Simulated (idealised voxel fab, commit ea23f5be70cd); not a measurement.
A process module follows: voxel transistor to metal.
Section shown: cut. Width: 270 nm. Cell size: 5 nm, square.
We lay out every cross-section as a grid of square cells and spell it out in bands from the top down, where one band means one or more rows of cells.
The band entry comprises the height of the band's top followed by the height of its bottom, expressed in nm, and subsequently the band's materials from left to right, each stated together with its width in nm. Where a single material is marked with the word "everywhere", that material fills the band from edge to edge. The word "air" represents empty space.
Heights are expressed relative to 0, this being the level below which the as-received wafer comprises one material exclusively. The lowest band is unbounded in the downward direction and is denoted as in "0 -> down".
Top row gets the first number, bottom row gets the second, and each row in between changes by the same step: that is how a band width like "30->40" works.
Key: "no change" - step with no changed cell in the cross-section.
Empty spaces counting at least 8 cells and having no open way to the top are listed in "Enclosed voids". The notation width x height at distance is used for each, the distance being from the left edge and all three values in nm.
On each step's line, the part that comes after the settings is the simulator's own comment on the step.
overlay nm: on a step with a mask, how far right of its planned place the mask lay; negative means left.

[The planned process steps are enumerated hereunder]
| 1 | op RECEIVE | material Si |
| 2 | op CONFORMAL_DEP | material SiO2 | thk nm 5 |
| 3 | op CONFORMAL_DEP | material SiN | thk nm 15 |
| 4 | op DIRECTIONAL_DEP | material aC | thk nm 15 |
| 5 | op PATTERN | tone cover | mask id ACTIVE | material resist | width nm 105 | pitch nm 135 | thk nm 30 | overlay nm 0 |
| 6 | op DIRECTIONAL_ETCH | etch materials aC | depth nm 15 |
| 7 | op STRIP | etch materials resist |
| 8 | op DIRECTIONAL_ETCH | etch materials SiN | depth nm 15 |
| 9 | op DIRECTIONAL_ETCH | etch materials SiO2 | depth nm 5 |
| 10 | op DIRECTIONAL_ETCH | etch materials Si | depth nm 25 |
| 11 | op STRIP | etch materials aC |
| 12 | op OXIDIZE | depth nm 5 |
| 13 | op FILL_DEP | material SiO2 | thk nm 5 |
| 14 | op CMP | height nm 20 |
| 15 | op SELECTIVE_ETCH | etch materials SiO2 | depth nm 5 |
| 16 | op STRIP | etch materials SiN |
| 17 | op SELECTIVE_ETCH | etch materials SiO2 | depth nm 5 |
| 18 | op OXIDIZE | depth nm 5 |
| 19 | op DIRECTIONAL_DEP | material polySi | thk nm 20 |
| 20 | op DIRECTIONAL_DEP | material SiCN | thk nm 10 |
| 21 | op MASKED_ETCH | tone cover | mask id GATE | width nm 25 | pitch nm 135 | etch materials SiCN | depth nm 20 | overlay nm 0 |
| 22 | op MASKED_ETCH | tone cover | mask id GATE | width nm 25 | pitch nm 135 | etch materials polySi | depth nm 30 | overlay nm 0 |
| 23 | op CONFORMAL_DEP | material SiN | thk nm 5 |
| 24 | op DIRECTIONAL_ETCH | etch materials SiN | depth nm 5 |
| 25 | op DIRECTIONAL_ETCH | etch materials SiO2 | depth nm 5 |
| 26 | op DIRECTIONAL_ETCH | etch materials Si | depth nm 10 |
| 27 | op EPI | material pSi | thk nm 15 |
| 28 | op FILL_DEP | material SiO2 | thk nm 10 |
| 29 | op CMP | height nm 30 |
| 30 | op DIRECTIONAL_DEP | material SiO2 | thk nm 10 |
| 31 | op PATTERN | tone open | mask id CONTACT | material resist | width nm 25 | thk nm 20 | overlay nm 0 |
| 32 | op DIRECTIONAL_ETCH | etch materials SiO2 | depth nm 40 |
| 33 | op STRIP | etch materials resist |
| 34 | op CONFORMAL_DEP | material TiN | thk nm 5 |
| 35 | op FILL_DEP | material Ru | thk nm 5 |
| 36 | op CMP | height nm 40 |
| 37 | op CONFORMAL_DEP | material SiN | thk nm 5 |
| 38 | op DIRECTIONAL_DEP | material lowk | thk nm 25 |
| 39 | op PATTERN | tone open | mask id METAL_1 | material resist | width nm 15 | thk nm 20 | overlay nm 0 |
| 40 | op DIRECTIONAL_ETCH | etch materials lowk | depth nm 25 |
| 41 | op DIRECTIONAL_ETCH | etch materials SiN | depth nm 5 |
| 42 | op STRIP | etch materials resist |
| 43 | op CONFORMAL_DEP | material TiN | thk nm 5 |
| 44 | op FILL_DEP | material Ru | thk nm 5 |
| 45 | op CMP | height nm 70 |
| 46 | op CONFORMAL_DEP | material SiCN | thk nm 5 |

[Cross-section of the wafer upon arrival, representing the state reached after step 1]
* 0 -> down | Si everywhere
* Enclosed voids: none

[End state of the module in cross-section, given the above starting point and plan and one mistake in execution]
* 75 -> 70 | SiCN everywhere
* 70 -> 45 | lowk 25 nm | TiN 5 nm | Ru 5 nm | TiN 5 nm | lowk 55 nm | TiN 5 nm | Ru 5 nm | TiN 5 nm | lowk 50 nm | TiN 5 nm | Ru 5 nm | TiN 5 nm | lowk 55 nm | TiN 5 nm | Ru 5 nm | TiN 5 nm | lowk 25 nm
* 45 -> 40 | SiN 25 nm | TiN 15 nm | SiN 55 nm | TiN 15 nm | SiN 50 nm | TiN 15 nm | SiN 55 nm | TiN 15 nm | SiN 25 nm
* 40 -> 30 | SiO2 25 nm | TiN 5 nm | Ru 15 nm | TiN 5 nm | SiO2 35 nm | TiN 5 nm | Ru 15 nm | TiN 5 nm | SiO2 50 nm | TiN 5 nm | Ru 15 nm | TiN 5 nm | SiO2 35 nm | TiN 5 nm | Ru 15 nm | TiN 5 nm | SiO2 25 nm
* 30 -> 25 | SiO2 25 nm | TiN 5 nm | Ru 15 nm | TiN 5 nm | SiN 5 nm | SiCN 25 nm | SiN 5 nm | TiN 5 nm | Ru 15 nm | TiN 5 nm | SiO2 50 nm | TiN 5 nm | Ru 15 nm | TiN 5 nm | SiN 5 nm | SiCN 25 nm | SiN 5 nm | TiN 5 nm | Ru 15 nm | TiN 5 nm | SiO2 25 nm
* 25 -> 20 | SiO2 25 nm | TiN 5 nm | Ru 15 nm | TiN 5 nm | SiN 5 nm | polySi 25 nm | SiN 5 nm | TiN 5 nm | Ru 15 nm | TiN 5 nm | SiO2 50 nm | TiN 5 nm | Ru 15 nm | TiN 5 nm | SiN 5 nm | polySi 25 nm | SiN 5 nm | TiN 5 nm | Ru 15 nm | TiN 5 nm | SiO2 25 nm
* 20 -> 15 | SiO2 25 nm | TiN 25 nm | SiN 5 nm | polySi 25 nm | SiN 5 nm | TiN 25 nm | SiO2 50 nm | TiN 25 nm | SiN 5 nm | polySi 25 nm | SiN 5 nm | TiN 25 nm | SiO2 25 nm
* 15 -> 10 | SiO2 25 nm | TiN 10 nm | pSi 15 nm | SiN 5 nm | polySi 25 nm | SiN 5 nm | pSi 15 nm | TiN 10 nm | SiO2 50 nm | TiN 10 nm | pSi 15 nm | SiN 5 nm | polySi 25 nm | SiN 5 nm | pSi 15 nm | TiN 10 nm | SiO2 25 nm
* 10 -> 5 | SiO2 15 nm | SiN 5 nm | SiO2 5 nm | TiN 10 nm | pSi 15 nm | SiN 5 nm | polySi 25 nm | SiN 5 nm | pSi 15 nm | TiN 10 nm | SiO2 5 nm | SiN 5 nm | SiO2 30 nm | SiN 5 nm | SiO2 5 nm | TiN 10 nm | pSi 15 nm | SiN 5 nm | polySi 25 nm | SiN 5 nm | pSi 15 nm | TiN 10 nm | SiO2 5 nm | SiN 5 nm | SiO2 15 nm
* 5 -> 0 | SiO2 20 nm | pSi 30 nm | SiO2 35 nm | pSi 30 nm | SiO2 40 nm | pSi 30 nm | SiO2 35 nm | pSi 30 nm | SiO2 20 nm
* 0 -> -10 | SiO2 20 nm | pSi 30 nm | Si 35 nm | pSi 30 nm | SiO2 40 nm | pSi 30 nm | Si 35 nm | pSi 30 nm | SiO2 20 nm
* -10 -> -30 | SiO2 20 nm | Si 95 nm | SiO2 40 nm | Si 95 nm | SiO2 20 nm
* -30 -> down | Si everywhere
* Enclosed voids: none
What broke from the plan during processing? plan steps 16 and 17 run swapped
